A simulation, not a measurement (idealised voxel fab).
process module | voxel released beams
cross-section cut | 215 nm wide | cells 5 nm
A cross-section is a grid of square cells, given in bands from the top down. A band is one or more rows of cells.
Each band's line starts with the height of the band's top and of its bottom, in nm. Then come its materials from left to right, each with its width in nm. One material with "throughout" fills the band from edge to edge. "air" is empty space.
Height 0 is the level under which the wafer as received is all one material. The lowest band goes on downwards, as in "0 down".
A width such as "30 to 40" changes by the same amount from each row of cells to the next, from the band's top row to its bottom row.
"no change" after a step means that no cell of the cross-section changed.
closed voids: empty space of 8 cells or more with no open way to the top, each as width x height at its distance from the left edge, in nm
after a step's settings: what the simulator itself notes on the step
overlay nm, on a step with a mask: how far to the right of its planned place the mask lay; to the left if negative
plan
1 op RECEIVE | material Si
2 op CONFORMAL_DEP | material Al2O3 | thk nm 5
3 op DIRECTIONAL_DEP | material SiO2 | thk nm 10
4 op PATTERN | tone open | mask id ANCHOR | material resist | width nm 45 | thk nm 15 | overlay nm 0
5 op DIRECTIONAL_ETCH | etch materials SiO2 | depth nm 5
6 op STRIP | etch materials resist
7 op CONFORMAL_DEP | material polySi | thk nm 15
8 op PATTERN | tone cover | mask id BEAM | material resist | width nm 125 | thk nm 15 | overlay nm 0
9 op DIRECTIONAL_ETCH | etch materials polySi | depth nm 15
10 op STRIP | etch materials resist
11 op STRIP | etch materials SiO2
varied across the wafers: depth nm of step 5. The plan shows the first wafer's value. All wafers start alike
first wafer as received, after step 1
  0 down: Si throughout
  closed voids: none
first wafer at the end, after step 11
  5 to 0: Al2O3 throughout
  0 down: Si throughout
  closed voids: none
last wafer at the end
  30 to 20: air 40 | polySi 20 | air 15 | polySi 90 | air 50
  20 to 15: air 40 | polySi 125 | air 50
  15 to 5: air 45 | polySi 45 | air 125
  5 to 0: Al2O3 throughout
  0 down: Si throughout
  closed voids: none
each wafer at the end: cells of each material gained (+) or lost (-) since it was received, then its closed voids
depth nm 5 | +43 Al2O3 | closed voids: none
depth nm 10 | +43 Al2O3 | +87 polySi | closed voids: none
depth nm 15 | +43 Al2O3 | +87 polySi | closed voids: none
depth nm 20 | +43 Al2O3 | +87 polySi | closed voids: none
depth nm 25 | +43 Al2O3 | +87 polySi | closed voids: none
